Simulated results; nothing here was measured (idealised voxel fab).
The document below concerns the process module designated voxel self aligned contacts.
Section cut is 185 nm wide and gridded with 5 nm square cells.
Format of a cross-section: grid, square cells. Given as bands. Order: top down. Band: one or more rows of cells. Heads up on the band format: heights come first, top then bottom, in nm. After that it's the materials left to right, each with its width in nm. A single material flagged "edge to edge" fills the whole band edge to edge, and "empty" means there's empty space there. Height is counted from the level 0, under which the received wafer is composed throughout of one material. The lowest of the bands is not closed at the bottom but continues downward, in the notation "from 0 down". You'd read "30 to 40" like this: the band's top row of cells is as wide as the first number, its bottom row is as wide as the second, and going down, every row changes width by the same amount as the row before did. For the purposes of this document, the phrase "no change" attached to a step denotes that no cell within the cross-section was modified by that step. Entry "Closed void listing" = empty spaces >= 8 cells with no open way to the top; each as width x height at distance, distance from left edge, all nm. On each step's line, the part that comes after the settings is the simulator's own comment on the step. "overlay nm" on a masked step: distance the mask lay right of its planned place, negative for left.

# Listed below are the process steps as planned
| 1 | RECEIVE | material Si |
| 2 | CONFORMAL_DEP | material SiO2 | thk nm 5 |
| 3 | DIRECTIONAL_DEP | material polySi | thk nm 25 |
| 4 | DIRECTIONAL_DEP | material SiN | thk nm 20 |
| 5 | MASKED_ETCH | tone cover | mask id GATE | width nm 25 | pitch nm 55 | etch materials SiN | depth nm 20 | overlay nm 0 |
| 6 | MASKED_ETCH | tone cover | mask id GATE | width nm 25 | pitch nm 55 | etch materials polySi | depth nm 25 | overlay nm 0 |
| 7 | CONFORMAL_DEP | material SiN | thk nm 5 |
| 8 | DIRECTIONAL_ETCH | etch materials SiN | depth nm 5 |
| 9 | FILL_DEP | material SiO2 | thk nm 15 |
| 10 | CMP | height nm 60 |
| 11 | DIRECTIONAL_DEP | material aC | thk nm 15 |
| 12 | PATTERN | tone open | mask id CONTACT | material resist | width nm 40 | thk nm 35 | overlay nm 0 |
| 13 | DIRECTIONAL_ETCH | etch materials aC | depth nm 15 |
| 14 | STRIP | etch materials resist |
| 15 | DIRECTIONAL_ETCH | etch materials SiO2 | depth nm 60 |
| 16 | STRIP | etch materials aC |
| 17 | CONFORMAL_DEP | material TiN | thk nm 5 |
| 18 | FILL_DEP | material Ru | thk nm 10 |
| 19 | CMP | height nm 60 |
| 20 | CONFORMAL_DEP | material SiCN | thk nm 5 |

# Cross-section, incoming material, after step 1
from 0 down = Si edge to edge
Closed void listing: none

# The first of the two wafers as seen in cross-section once the module was finished; processing followed the plan
from 65 to 60 = SiCN edge to edge
from 60 to 50 = 70 nm SiO2, then 5 to 15 nm TiN, then 30 to 10 nm Ru, then 5 to 15 nm TiN, then 75 nm SiO2
from 50 to 30 = 45 nm SiO2, then 35 nm SiN, then 5 nm TiN, then 10 nm Ru, then 5 nm TiN, then 35 nm SiN, then 50 nm SiO2
from 30 to 5 = 45 nm SiO2, then 5 nm SiN, then 25 nm polySi, then 5 nm SiN, then 5 nm TiN, then 10 nm Ru, then 5 nm TiN, then 5 nm SiN, then 25 nm polySi, then 5 nm SiN, then 50 nm SiO2
from 5 to 0 = 80 nm SiO2, then 20 nm TiN, then 85 nm SiO2
from 0 down = Si edge to edge
Closed void listing: none

# The second wafer, shown in cross-section after the module: started the same way as the first and given the same plan, yet one mistake crept into how it was run
from 80 to 75 = SiCN edge to edge
from 75 to 65 = Ru edge to edge
from 65 to 60 = 75 nm TiN, then 30 nm Ru, then 80 nm TiN
from 60 to 50 = 70 nm SiO2, then 5 to 15 nm TiN, then 30 to 10 nm Ru, then 5 to 15 nm TiN, then 75 nm SiO2
from 50 to 30 = 45 nm SiO2, then 35 nm SiN, then 5 nm TiN, then 10 nm Ru, then 5 nm TiN, then 35 nm SiN, then 50 nm SiO2
from 30 to 5 = 45 nm SiO2, then 5 nm SiN, then 25 nm polySi, then 5 nm SiN, then 5 nm TiN, then 10 nm Ru, then 5 nm TiN, then 5 nm SiN, then 25 nm polySi, then 5 nm SiN, then 50 nm SiO2
from 5 to 0 = 80 nm SiO2, then 20 nm TiN, then 85 nm SiO2
from 0 down = Si edge to edge
Closed void listing: none
Error vs. plan: step 19 of the plan got skipped, so it never ran
The final cell counts differ between the wafers, with the second having more or fewer of some materials than the first: +80 Ru, +31 TiN
